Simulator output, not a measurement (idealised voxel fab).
The following is a process module called voxel self aligned vias.
This is section cut - it's 300 nm across, gridded in 5 nm square cells.
Cross-section, as written here: a square-cell grid given band by band from the top down, where a band holds one or more rows of cells. The band entry comprises the height of the band's top followed by the height of its bottom, expressed in nm, and subsequently the band's materials from left to right, each stated together with its width in nm. Where a single material is marked with the word "throughout", that material fills the band from edge to edge. The word "blank" represents empty space. Heads up on the height convention: 0 is the point under which the incoming wafer is all one material, and the lowest band has no bottom, it just keeps going down, like "0 nm and below". With a width like "30->40", each row of cells in the band differs from the next by the same amount, the top row carrying the first number and the bottom row the second. "nothing changed" for a step: no cell of the cross-section changed in that step. Enclosed voids (no open way to top), threshold 8 cells or more, entry "Enclosed void inventory", notation width x height at distance, distance from left edge, nm. On a step's line, text after the settings is the simulator commenting on that step. overlay nm: how far to the right of its planned place the mask lay on this masked step (negative: to the left).

**Steps in the process plan**
- 1: RECEIVE (material Si)
- 2: CONFORMAL_DEP (material SiO2; thk nm 10)
- 3: CONFORMAL_DEP (material SiCN; thk nm 5)
- 4: DIRECTIONAL_DEP (material lowk; thk nm 20)
- 5: DIRECTIONAL_DEP (material aC; thk nm 10)
- 6: PATTERN (tone open; mask id LINES; material resist; width nm 20; pitch nm 70; thk nm 30; overlay nm 0)
- 7: DIRECTIONAL_ETCH (etch materials aC; depth nm 10)
- 8: STRIP (etch materials resist)
- 9: DIRECTIONAL_ETCH (etch materials lowk; depth nm 20)
- 10: STRIP (etch materials aC)
- 11: CONFORMAL_DEP (material TiN; thk nm 5)
- 12: FILL_DEP (material W; thk nm 10)
- 13: CMP (height nm 35)
- 14: SELECTIVE_ETCH (etch materials W Ru TiN; depth nm 5)
- 15: FILL_DEP (material SiN; thk nm 5)
- 16: CMP (height nm 35)
- 17: DIRECTIONAL_DEP (material lowk; thk nm 20)
- 18: PATTERN (tone open; mask id VIAS; material resist; width nm 40; thk nm 20; overlay nm 0)
- 19: DIRECTIONAL_ETCH (etch materials lowk; depth nm 20)
- 20: DIRECTIONAL_ETCH (etch materials SiN; depth nm 5)
- 21: STRIP (etch materials resist)
- 22: CONFORMAL_DEP (material TiN; thk nm 5)
- 23: FILL_DEP (material W; thk nm 10)
- 24: CMP (height nm 55)
- 25: CONFORMAL_DEP (material SiN; thk nm 5)

**As received (post step 1): cross-section**
* 0 nm and below | Si throughout
* Enclosed void inventory: none

**Sectioned view, first of two wafers, at the close of the module, processed as intended in the plan**
* 60 nm to 55 nm | SiN throughout
* 55 nm to 40 nm | lowk 95  TiN 5  W 30  TiN 5  lowk 165
* 40 nm to 35 nm | lowk 95  TiN 15  W 10  TiN 15  lowk 165
* 35 nm to 30 nm | lowk 105  TiN 20  lowk 50  SiN 20  lowk 105
* 30 nm to 20 nm | lowk 105  TiN 5  W 10  TiN 5  lowk 50  TiN 5  W 10  TiN 5  lowk 105
* 20 nm to 15 nm | lowk 105  TiN 20  lowk 50  TiN 20  lowk 105
* 15 nm to 10 nm | SiCN throughout
* 10 nm to 0 nm | SiO2 throughout
* 0 nm and below | Si throughout
* Enclosed void inventory: none

**Cross-section, wafer two of two, end of module: same start and plan as wafer one, one error in execution**
* 60 nm to 55 nm | SiN throughout
* 55 nm to 40 nm | lowk 95  TiN 5  W 30  TiN 5  lowk 165
* 40 nm to 35 nm | lowk 95  TiN 10  W 20  TiN 10  lowk 165
* 35 nm to 30 nm | lowk 100  TiN 30  lowk 40  SiN 30  lowk 100
* 30 nm to 20 nm | lowk 100  TiN 5  W 20  TiN 5  lowk 40  TiN 5  W 20  TiN 5  lowk 100
* 20 nm to 15 nm | lowk 100  TiN 30  lowk 40  TiN 30  lowk 100
* 15 nm to 10 nm | SiCN throughout
* 10 nm to 0 nm | SiO2 throughout
* 0 nm and below | Si throughout
* Enclosed void inventory: none
Short version of what went wrong: rather than as planned, step 6 actually ran as PATTERN (tone open; mask id LINES; material resist; width nm 30; pitch nm 70; thk nm 30; overlay nm 0)
At the finish, the second wafer shows more or fewer cells for some materials than the first does: +2 SiN | +4 TiN | +10 W | -16 lowk
